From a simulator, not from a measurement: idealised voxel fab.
This section sets out a process module, namely voxel transistor to metal.
cross-section cut | 205 nm wide | cells 5 nm
Format of a cross-section: grid, square cells. Given as bands. Order: top down. Band: one or more rows of cells. Band: top and bottom heights (nm) first, top before bottom; then materials from left to right, widths in nm. "all across" marks a sole material filling the band edge to edge. "empty" denotes empty space. Height datum 0, below which the as-received substrate wafer is one material. Lowest band open at the bottom, running downward: "0 -> down". Per-row width for "30 to 40": begins at first number (top row of band), ends at second number (bottom row), increment between rows held constant. Where a step carries "nothing changed", the cross-section came out of it unchanged, cell for cell. The list in "Completely enclosed voids" covers empty spaces of 8 cells or more that cannot reach the top through any open way, and it gives each as width x height at distance; the distance is from the left edge, and width, height and distance are in nm. Text after the settings on a step's line: the simulator's own remark on that step. If you see "overlay nm" on a step's line and that step has a mask, it's telling you how far right of where it was planned the mask ended up; a negative number means it went left instead.

The following list gives the planned process steps
1. RECEIVE,material Si
2. CONFORMAL_DEP,material SiO2,thk nm 5
3. CONFORMAL_DEP,material SiN,thk nm 15
4. DIRECTIONAL_DEP,material aC,thk nm 15
5. PATTERN,tone cover,mask id ACTIVE,material resist,width nm 115,thk nm 35,overlay nm 0
6. DIRECTIONAL_ETCH,etch materials aC,depth nm 15
7. STRIP,etch materials resist
8. DIRECTIONAL_ETCH,etch materials SiN,depth nm 15
9. DIRECTIONAL_ETCH,etch materials SiO2,depth nm 5
10. DIRECTIONAL_ETCH,etch materials Si,depth nm 30
11. STRIP,etch materials aC
12. OXIDIZE,depth nm 5
13. FILL_DEP,material SiO2,thk nm 5
14. CMP,height nm 20
15. SELECTIVE_ETCH,etch materials SiO2,depth nm 15
16. STRIP,etch materials SiN
17. SELECTIVE_ETCH,etch materials SiO2,depth nm 5
18. OXIDIZE,depth nm 5
19. DIRECTIONAL_DEP,material polySi,thk nm 20
20. DIRECTIONAL_DEP,material SiCN,thk nm 15
21. PATTERN,tone cover,mask id GATE,material resist,width nm 25,thk nm 20,overlay nm 0
22. DIRECTIONAL_ETCH,etch materials SiCN,depth nm 25
23. DIRECTIONAL_ETCH,etch materials polySi,depth nm 30
24. STRIP,etch materials resist
25. CONFORMAL_DEP,material SiO2,thk nm 5
26. DIRECTIONAL_ETCH,etch materials SiO2,depth nm 5
27. CONFORMAL_DEP,material SiN,thk nm 5
28. DIRECTIONAL_ETCH,etch materials SiN,depth nm 5
29. DIRECTIONAL_ETCH,etch materials SiO2,depth nm 5
30. DIRECTIONAL_ETCH,etch materials Si,depth nm 10
31. EPI,material pSi,thk nm 15
32. FILL_DEP,material SiO2,thk nm 5
33. CMP,height nm 35
34. DIRECTIONAL_DEP,material SiO2,thk nm 15
35. PATTERN,tone open,mask id CONTACT,material resist,width nm 20,pitch nm 75,thk nm 20,overlay nm 0
36. DIRECTIONAL_ETCH,etch materials SiO2,depth nm 50
37. STRIP,etch materials resist
38. CONFORMAL_DEP,material TiN,thk nm 5
39. FILL_DEP,material Ru,thk nm 5
40. CMP,height nm 50
41. CONFORMAL_DEP,material SiN,thk nm 5
42. DIRECTIONAL_DEP,material lowk,thk nm 5
43. PATTERN,tone open,mask id METAL_1,material resist,width nm 20,pitch nm 75,thk nm 15,overlay nm 0
44. DIRECTIONAL_ETCH,etch materials lowk,depth nm 15
45. DIRECTIONAL_ETCH,etch materials SiN,depth nm 5
46. STRIP,etch materials resist
47. CONFORMAL_DEP,material TiN,thk nm 5
48. FILL_DEP,material W,thk nm 5
49. CMP,height nm 70
50. CONFORMAL_DEP,material SiN,thk nm 5
Split variable: thk nm, step 42. Plan value = first wafer. Wafers start alike.

The first of several wafers, as received after step 1, seen in section
* 0 -> down = Si all across
* Completely enclosed voids: none

The rows of the table below are wafers. Looking at the end of the module, a row counts, for every material, the cells the wafer has gained, shown as (+), or lost, shown as (-), since it was received; its closed voids come next
thk nm 5; +28 Ru; -185 Si; +15 SiCN; +88 SiN; +424 SiO2; +93 TiN; +49 W; +33 lowk; +50 pSi; +20 polySi; Completely enclosed voids: none
thk nm 10; +28 Ru; -185 Si; +15 SiCN; +88 SiN; +424 SiO2; +97 TiN; +12 W; +66 lowk; +50 pSi; +20 polySi; Completely enclosed voids: none
thk nm 15; +28 Ru; -185 Si; +15 SiCN; +88 SiN; +424 SiO2; +64 TiN; +12 W; +99 lowk; +50 pSi; +20 polySi; Completely enclosed voids: none
thk nm 20; +28 Ru; -185 Si; +15 SiCN; +96 SiN; +424 SiO2; +56 TiN; +4 W; +107 lowk; +50 pSi; +20 polySi; Completely enclosed voids: none
thk nm 25; +28 Ru; -185 Si; +15 SiCN; +96 SiN; +424 SiO2; +52 TiN; +115 lowk; +50 pSi; +20 polySi; Completely enclosed voids: none
thk nm 30; +28 Ru; -185 Si; +15 SiCN; +96 SiN; +424 SiO2; +44 TiN; +123 lowk; +50 pSi; +20 polySi; Completely enclosed voids: none
